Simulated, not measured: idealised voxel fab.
process module | voxel local oxidation
cross-section cut | 235 nm wide | cells 5 nm
A cross-section is a grid of square cells, given in bands from the top down. A band is one or more rows of cells.
Each band's line starts with the height of the band's top and of its bottom, in nm. Then come its materials from left to right, each with its width in nm. One material with "throughout" fills the band from edge to edge. "air" is empty space.
Height 0 is the level under which the wafer as received is all one material. The lowest band goes on downwards, as in "0 down".
A width such as "30 to 40" changes by the same amount from each row of cells to the next, from the band's top row to its bottom row.
"no change" after a step means that no cell of the cross-section changed.
closed voids: empty space of 8 cells or more with no open way to the top, each as width x height at its distance from the left edge, in nm
after a step's settings: what the simulator itself notes on the step
overlay nm, on a step with a mask: how far to the right of its planned place the mask lay; to the left if negative
plan
1 op RECEIVE | material Si
2 op OXIDIZE | depth nm 5
3 op CONFORMAL_DEP | material SiN | thk nm 15
4 op PATTERN | tone cover | mask id ACTIVE | material resist | width nm 130 | thk nm 20 | overlay nm 0
5 op DIRECTIONAL_ETCH | etch materials SiN | depth nm 15
6 op STRIP | etch materials resist
7 op SELECTIVE_ETCH | etch materials SiO2 | depth nm 5
8 op OXIDIZE | depth nm 10
9 op STRIP | etch materials SiN
as received, after step 1
  0 down: Si throughout
  closed voids: none
first wafer at the end, as planned
  0 to -5: air 55 | SiO2 120 | air 60
  -5 to -15: SiO2 65 | Si 100 | SiO2 70
  -15 down: Si throughout
  closed voids: none
second wafer at the end: like start, like plan, one mistake
  0 to -5: SiO2 45 | air 140 | SiO2 50
  -5 to -15: Si 35 | SiO2 160 | Si 40
  -15 down: Si throughout
  closed voids: none
what went wrong: step 4 ran as: op PATTERN | tone open | mask id ACTIVE | material resist | width nm 130 | thk nm 20 | overlay nm 0
at the end the second wafer has, in cells: 10 fewer of Si | 5 more of SiO2
